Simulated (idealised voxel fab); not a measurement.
Module name: voxel released beams (process module)
Section shown: cut. Width: 255 nm. Cell size: 5 nm, square.
This document writes a cross-section as a grid whose cells are square, and gives it as bands, listed from the top down; one or more rows of cells form a band.
First you get the band's top height and its bottom height, in nm, and then the materials it's made of, left to right, with each width in nm. If you see a single material with "edge to edge", that one covers the band edge to edge. "blank" is empty space.
Note: height 0 marks the level under which the wafer is uniformly one material as received. Lowest band unbounded below, written "0 down".
Note: "30..40" means the width goes from the first number (top row of the band) to the second number (bottom row) in equal steps per row of cells.
"no modification", as given for a step, is the statement that not any cell of the cross-section underwent a change during that step.
Listed in "Cavities, sealed": every empty space of 8 or more cells without an open way to the top. Form: width x height at distance, the distance being from the left edge, all in nm.
The remark found on a step's line after its settings is issued by the simulator itself and pertains to that step.
Each step line may optionally specify "overlay nm", which for a step with a mask gives the rightward distance between the mask's planned place and where it lay, a negative value indicating the leftward direction.

# The steps planned for the process are as follows
1,RECEIVE with material Si
2,CONFORMAL_DEP with material Al2O3, thk nm 10
3,DIRECTIONAL_DEP with material SiO2, thk nm 15
4,PATTERN with tone open, mask id ANCHOR, material resist, width nm 35, thk nm 15, overlay nm 0
5,DIRECTIONAL_ETCH with etch materials SiO2, depth nm 15
6,STRIP with etch materials resist
7,CONFORMAL_DEP with material polySi, thk nm 10
8,PATTERN with tone cover, mask id BEAM, material resist, width nm 120, thk nm 15, overlay nm 0
9,DIRECTIONAL_ETCH with etch materials polySi, depth nm 10
10,STRIP with etch materials resist
11,STRIP with etch materials SiO2

# On the first of the two wafers: run conducted according to plan

# Wafer at receipt (post step 1), cross-section
* 0 down: Si edge to edge
* Cavities, sealed: none

# Take a look at the wafer's cross-section after step 2
* 10 to 0: Al2O3 edge to edge
* Everything below 0 is unchanged.

# Take a look at the wafer's cross-section after step 3
* 25 to 10: SiO2 edge to edge
* Everything below 10 is unchanged.

# Take a look at the wafer's cross-section after step 4
* 40 to 25: 70 resist; 35 blank; 150 resist
* Everything below 25 is unchanged.

# Take a look at the wafer's cross-section after step 5
* 40 to 25: 70 resist; 35 blank; 150 resist
* 25 to 10: 70 SiO2; 35 blank; 150 SiO2
* Everything below 10 is unchanged.

# Take a look at the wafer's cross-section after step 6
* 25 to 10: 70 SiO2; 35 blank; 150 SiO2
* Everything below 10 is unchanged.

# Take a look at the wafer's cross-section after step 7
* 35 to 25: 80 polySi; 15 blank; 160 polySi
* 25 to 20: 70 SiO2; 10 polySi; 15 blank; 10 polySi; 150 SiO2
* 20 to 10: 70 SiO2; 35 polySi; 150 SiO2
* Everything below 10 is unchanged.

# Take a look at the wafer's cross-section after step 8
* 50 to 35: 65 blank; 120 resist; 70 blank
* 35 to 25: 80 polySi; 15 resist; 160 polySi
* 25 to 20: 70 SiO2; 10 polySi; 15 resist; 10 polySi; 150 SiO2
* Everything below 20 is unchanged.

# Take a look at the wafer's cross-section after step 9
* 50 to 35: 65 blank; 120 resist; 70 blank
* 35 to 25: 65 blank; 15 polySi; 15 resist; 90 polySi; 70 blank
* Everything below 25 is unchanged.

# Take a look at the wafer's cross-section after step 10
* 35 to 25: 65 blank; 15 polySi; 15 blank; 90 polySi; 70 blank
* 25 to 20: 70 SiO2; 10 polySi; 15 blank; 10 polySi; 150 SiO2
* Everything below 20 is unchanged.

# Take a look at the wafer's cross-section after step 11
* 35 to 25: 65 blank; 15 polySi; 15 blank; 90 polySi; 70 blank
* 25 to 20: 70 blank; 10 polySi; 15 blank; 10 polySi; 150 blank
* 20 to 10: 70 blank; 35 polySi; 150 blank
* Everything below 10 is unchanged.

# Now the other wafer: same start, same recipe, but we messed up one thing when running it. Up to and including step 2 it's the same as the first one

# Second wafer, sectioned view, at step 3's planned end time
* 20 to 10: SiO2 edge to edge
* Everything below 10 is unchanged.

# Second wafer, sectioned view, at step 4's planned end time
* 35 to 20: 70 resist; 35 blank; 150 resist
* Everything below 20 is unchanged.

# Second wafer, sectioned view, at step 5's planned end time
* 35 to 20: 70 resist; 35 blank; 150 resist
* 20 to 10: 70 SiO2; 35 blank; 150 SiO2
* Everything below 10 is unchanged.

# Second wafer, sectioned view, at step 6's planned end time
* 20 to 10: 70 SiO2; 35 blank; 150 SiO2
* Everything below 10 is unchanged.

# Second wafer, sectioned view, at step 7's planned end time
* 30 to 20: 80 polySi; 15 blank; 160 polySi
* 20 to 10: 70 SiO2; 35 polySi; 150 SiO2
* Everything below 10 is unchanged.

# Second wafer, sectioned view, at step 8's planned end time
* 45 to 30: 65 blank; 120 resist; 70 blank
* 30 to 20: 80 polySi; 15 resist; 160 polySi
* Everything below 20 is unchanged.

# Second wafer, sectioned view, at step 9's planned end time
* 45 to 30: 65 blank; 120 resist; 70 blank
* 30 to 20: 65 blank; 15 polySi; 15 resist; 90 polySi; 70 blank
* Everything below 20 is unchanged.

# Second wafer, sectioned view, at step 10's planned end time
* 30 to 20: 65 blank; 15 polySi; 15 blank; 90 polySi; 70 blank
* Everything below 20 is unchanged.

# Second wafer, sectioned view, at step 11's planned end time
* 30 to 20: 65 blank; 15 polySi; 15 blank; 90 polySi; 70 blank
* 20 to 10: 70 blank; 35 polySi; 150 blank
* Everything below 10 is unchanged.
What broke from the plan during processing? step 3 ran with different settings than intended, the actual operation and settings being DIRECTIONAL_DEP with material SiO2, thk nm 10
Bottom line after processing is that, in cells, the second wafer is up or down on some materials versus the first: polySi -4
